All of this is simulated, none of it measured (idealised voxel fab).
The process module presented herein is designated voxel capacitor over wiring.
cross-section cut | 210 nm wide | cells 5 nm
Cross-section format: a grid of square cells, given as bands from top to bottom; each band is one or more rows of cells.
Heights first: top, then bottom, in nm. Then materials, left to right, each with a width in nm. "full width" on a single material: fills the band edge to edge. "air": empty space.
Height 0 is the level under which the wafer as received is all one material. The lowest band goes on downwards, as in "0 and below".
A width given as "30->40" starts at the first number in the band's top row and ends at the second number in its bottom row, shifting by an equal amount at every step from row to row.
Basically "all unchanged" means that step didn't change any cell in the cross-section.
Closed-off voids of 8+ cells (no open route to the top) go in "Fully sealed cavities", written width x height at distance from the left edge, in nm.
Post-settings text on a step line: simulator's own remark regarding the step.
overlay nm: for a step with a mask, the amount by which the mask lay right of where it was planned; a negative amount means left of it.

-- Planned process steps
| 1 | RECEIVE | material Si |
| 2 | CONFORMAL_DEP | material SiO2 | thk nm 10 |
| 3 | CONFORMAL_DEP | material SiCN | thk nm 5 |
| 4 | DIRECTIONAL_DEP | material lowk | thk nm 15 |
| 5 | MASKED_ETCH | tone open | mask id METAL_1 | width nm 30 | pitch nm 95 | etch materials lowk | depth nm 15 | overlay nm 0 |
| 6 | MASKED_ETCH | tone open | mask id METAL_1 | width nm 30 | pitch nm 95 | etch materials SiCN | depth nm 5 | overlay nm 0 |
| 7 | CONFORMAL_DEP | material TiN | thk nm 5 |
| 8 | FILL_DEP | material Ru | thk nm 5 |
| 9 | CMP | height nm 30 |
| 10 | CONFORMAL_DEP | material SiCN | thk nm 5 |
| 11 | DIRECTIONAL_DEP | material lowk | thk nm 15 |
| 12 | PATTERN | tone open | mask id PLUG_1 | material resist | width nm 15 | thk nm 15 | overlay nm 0 |
| 13 | DIRECTIONAL_ETCH | etch materials lowk | depth nm 15 |
| 14 | DIRECTIONAL_ETCH | etch materials SiCN | depth nm 5 |
| 15 | STRIP | etch materials resist |
| 16 | CONFORMAL_DEP | material TiN | thk nm 5 |
| 17 | FILL_DEP | material Ru | thk nm 10 |
| 18 | CMP | height nm 50 |
| 19 | DIRECTIONAL_DEP | material TiN | thk nm 5 |
| 20 | DIRECTIONAL_DEP | material Al2O3 | thk nm 5 |
| 21 | DIRECTIONAL_DEP | material TiN | thk nm 5 |
| 22 | PATTERN | tone cover | mask id UPPER_PLATE | material resist | width nm 70 | thk nm 20 | overlay nm 0 |
| 23 | DIRECTIONAL_ETCH | etch materials TiN | depth nm 5 |
| 24 | DIRECTIONAL_ETCH | etch materials Al2O3 | depth nm 5 |
| 25 | STRIP | etch materials resist |
| 26 | MASKED_ETCH | tone cover | mask id LOWER_PLATE | width nm 80 | etch materials TiN | depth nm 5 | overlay nm 0 |
| 27 | FILL_DEP | material SiO2 | thk nm 15 |
| 28 | CMP | height nm 75 |
| 29 | MASKED_ETCH | tone open | mask id PLUG_2 | width nm 15 | etch materials SiO2 | depth nm 10 | overlay nm 0 |
| 30 | CONFORMAL_DEP | material TiN | thk nm 5 |
| 31 | FILL_DEP | material W | thk nm 10 |
| 32 | CMP | height nm 75 |
| 33 | CONFORMAL_DEP | material SiCN | thk nm 5 |

-- Shown in cross-section is the wafer as received, that is, as it stands after step 1
	0 and below | Si full width
	Fully sealed cavities: none

-- Figure: cross-sectional view of the wafer upon completion of the module, processed from the initial state and according to the plan depicted above, with one error introduced during execution
	80 down to 75 | SiCN full width
	75 down to 70 | SiO2 (65); TiN (5); W (5); TiN (5); SiO2 (130)
	70 down to 60 | SiO2 (65->55); TiN (15->70); SiO2 (130->85)
	60 down to 55 | SiO2 (55); Al2O3 (70); SiO2 (85)
	55 down to 50 | SiO2 (50); TiN (80); SiO2 (80)
	50 down to 35 | lowk (55); TiN (5); Ru (5); TiN (5); lowk (140)
	35 down to 30 | SiCN (55); TiN (15); SiCN (140)
	30 down to 25 | TiN (45); Ru (20); TiN (75); Ru (20); TiN (50)
	25 down to 15 | lowk (40); TiN (5); Ru (20); TiN (5); lowk (65); TiN (5); Ru (20); TiN (5); lowk (45)
	15 down to 10 | lowk (40); TiN (30); lowk (65); TiN (30); lowk (45)
	10 down to 0 | SiO2 full width
	0 and below | Si full width
	Fully sealed cavities: none
Where did the run depart from the plan? step 3 of the plan was excluded from execution and never run
